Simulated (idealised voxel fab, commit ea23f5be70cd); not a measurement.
Herein follows the process module entitled voxel capacitor over wiring.
The figure presents cross-section cut, which has a width of 190 nm and is divided into square cells with an edge length of 5 nm.
Each cross-section below is a grid of square cells, stated as bands in top-down order, with one or more rows of cells making up each band. Look at the band entry: it leads with the top's height and the bottom's height in nm. Then it lists the materials left to right, with a width in nm for each. The word "full width" on a single material says that material fills the band edge to edge. The word "blank" is empty space. All heights in this document are referenced to 0, defined as the level beneath which the wafer, as received, consists entirely of one material. The lowest band is not bounded below; it extends indefinitely downward and is written in the form "0 nm and below". A width such as "30..40" changes by the same amount from each row of cells to the next, from the band's top row to its bottom row. For the purposes of this document, the phrase "changes: none" attached to a step denotes that no cell within the cross-section was modified by that step. Entry "Fully sealed cavities" = empty spaces >= 8 cells with no open way to the top; each as width x height at distance, distance from left edge, all nm. On a step's line, text after the settings is the simulator commenting on that step. "overlay nm" answers the question of how far to the right of plan the mask lay on a step that has a mask, and when it is negative the answer is to the left.
## The process steps that were planned are listed below
1) RECEIVE, material Si
2) CONFORMAL_DEP, material SiO2, thk nm 15
3) DIRECTIONAL_DEP, material TiN, thk nm 5
4) DIRECTIONAL_DEP, material Ru, thk nm 15
5) PATTERN, tone cover, mask id METAL_1, material resist, width nm 30, pitch nm 95, thk nm 20, overlay nm 0
6) DIRECTIONAL_ETCH, etch materials Ru, depth nm 15
7) DIRECTIONAL_ETCH, etch materials TiN, depth nm 5
8) STRIP, etch materials resist
9) FILL_DEP, material lowk, thk nm 5
10) CMP, height nm 35
11) CONFORMAL_DEP, material SiCN, thk nm 5
12) DIRECTIONAL_DEP, material SiO2, thk nm 20
13) DIRECTIONAL_DEP, material aC, thk nm 10
14) PATTERN, tone open, mask id PLUG_1, material resist, width nm 15, thk nm 25, overlay nm 0
15) DIRECTIONAL_ETCH, etch materials aC, depth nm 10
16) STRIP, etch materials resist
17) DIRECTIONAL_ETCH, etch materials SiO2, depth nm 20
18) DIRECTIONAL_ETCH, etch materials SiCN, depth nm 5
19) STRIP, etch materials aC
20) EPI, material Ru, thk nm 10
21) EPI, material Ru, thk nm 10
22) EPI, material Ru, thk nm 5
23) DIRECTIONAL_DEP, material TiN, thk nm 5
24) DIRECTIONAL_DEP, material Al2O3, thk nm 5
25) DIRECTIONAL_DEP, material TiN, thk nm 10
26) DIRECTIONAL_DEP, material aC, thk nm 10
27) PATTERN, tone cover, mask id UPPER_PLATE, material resist, width nm 70, thk nm 25, overlay nm 0
28) DIRECTIONAL_ETCH, etch materials aC, depth nm 10
29) STRIP, etch materials resist
30) DIRECTIONAL_ETCH, etch materials TiN, depth nm 10
31) DIRECTIONAL_ETCH, etch materials Al2O3, depth nm 5
32) STRIP, etch materials aC
33) DIRECTIONAL_DEP, material aC, thk nm 15
34) PATTERN, tone cover, mask id LOWER_PLATE, material resist, width nm 80, thk nm 35, overlay nm 0
35) DIRECTIONAL_ETCH, etch materials aC, depth nm 15
36) STRIP, etch materials resist
37) DIRECTIONAL_ETCH, etch materials TiN, depth nm 5
38) STRIP, etch materials aC
39) FILL_DEP, material SiO2, thk nm 15
40) CMP, height nm 90
41) MASKED_ETCH, tone open, mask id PLUG_2, width nm 15, etch materials SiO2, depth nm 10, overlay nm 0
42) CONFORMAL_DEP, material TiN, thk nm 5
43) FILL_DEP, material W, thk nm 10
44) CMP, height nm 90
45) CONFORMAL_DEP, material SiCN, thk nm 5
## As-received wafer cross-section (after step 1)
	0 nm and below | Si full width
	Fully sealed cavities: none
## Figure: cross-sectional view of the wafer upon completion of the module, processed from the initial state and according to the plan depicted above, with one error introduced during execution
	95 nm to 90 nm | SiCN full width
	90 nm to 85 nm | 55 of SiO2 | 5 of TiN | 5 of W | 5 of TiN | 120 of SiO2
	85 nm to 80 nm | 55 of SiO2 | 15 of TiN | 120 of SiO2
	80 nm to 70 nm | 60 of SiO2 | 55 of TiN | 75 of SiO2
	70 nm to 65 nm | 45 of SiO2 | 15 of TiN | 55 of Al2O3 | 75 of SiO2
	65 nm to 60 nm | 40 of SiO2 | 80 of TiN | 70 of SiO2
	60 nm to 55 nm | 45 of SiO2 | 15 of Al2O3 | 130 of SiO2
	55 nm to 50 nm | 45 of SiO2 | 15 of TiN | 130 of SiO2
	50 nm to 40 nm | 45 of SiO2 | 15 of Ru | 130 of SiO2
	40 nm to 35 nm | 45 of SiCN | 15 of Ru | 130 of SiCN
	35 nm to 20 nm | 30 of lowk | 30 of Ru | 65 of lowk | 30 of Ru | 35 of lowk
	20 nm to 15 nm | 30 of lowk | 30 of TiN | 65 of lowk | 30 of TiN | 35 of lowk
	15 nm to 0 nm | SiO2 full width
	0 nm and below | Si full width
	Fully sealed cavities: none
Deviation noted in wafer processing: one of the identical steps 20 and 21 was dropped, though which cannot be ascertained
